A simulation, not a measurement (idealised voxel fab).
process module | voxel tone inversion
cross-section cut | 295 nm wide | cells 5 nm
A cross-section is a grid of square cells, given in bands from the top down. A band is one or more rows of cells.
Each band's line starts with the height of the band's top and of its bottom, in nm. Then come its materials from left to right, each with its width in nm. One material with "throughout" fills the band from edge to edge. "air" is empty space.
Height 0 is the level under which the wafer as received is all one material. The lowest band goes on downwards, as in "0 down".
A width such as "30 to 40" changes by the same amount from each row of cells to the next, from the band's top row to its bottom row.
"no change" after a step means that no cell of the cross-section changed.
closed voids: empty space of 8 cells or more with no open way to the top, each as width x height at its distance from the left edge, in nm
after a step's settings: what the simulator itself notes on the step
overlay nm, on a step with a mask: how far to the right of its planned place the mask lay; to the left if negative
plan
1 op RECEIVE | material Si
2 op CONFORMAL_DEP | material SiCN | thk nm 10
3 op DIRECTIONAL_DEP | material polySi | thk nm 25
4 op PATTERN | tone cover | mask id POSTS | material resist | width nm 25 | pitch nm 45 | thk nm 35 | overlay nm 0
5 op DIRECTIONAL_ETCH | etch materials polySi | depth nm 25
6 op STRIP | etch materials resist
7 op FILL_DEP | material lowk | thk nm 5
8 op CMP | height nm 35
9 op STRIP | etch materials polySi
10 op CONFORMAL_DEP | material TiN | thk nm 5
11 op FILL_DEP | material Cu | thk nm 5
12 op CMP | height nm 35
13 op CONFORMAL_DEP | material SiCN | thk nm 5
as received, after step 1
  0 down: Si throughout
  closed voids: none
first wafer at the end, as planned
  40 to 35: SiCN throughout
  35 to 15: lowk 65 | TiN 5 | Cu 15 | TiN 5 | lowk 20 | TiN 5 | Cu 15 | TiN 5 | lowk 20 | TiN 5 | Cu 15 | TiN 5 | lowk 20 | TiN 5 | Cu 15 | TiN 5 | lowk 70
  15 to 10: lowk 65 | TiN 25 | lowk 20 | TiN 25 | lowk 20 | TiN 25 | lowk 20 | TiN 25 | lowk 70
  10 to 0: SiCN throughout
  0 down: Si throughout
  closed voids: none
second wafer at the end: like start, like plan, one mistake
  40 to 25: SiCN throughout
  25 to 0: polySi throughout
  0 down: Si throughout
  closed voids: none
what went wrong: steps 2 and 3 were swapped
at the end the second wafer has, in cells: 48 fewer of Cu | 52 fewer of TiN | 195 fewer of lowk | 295 more of polySi
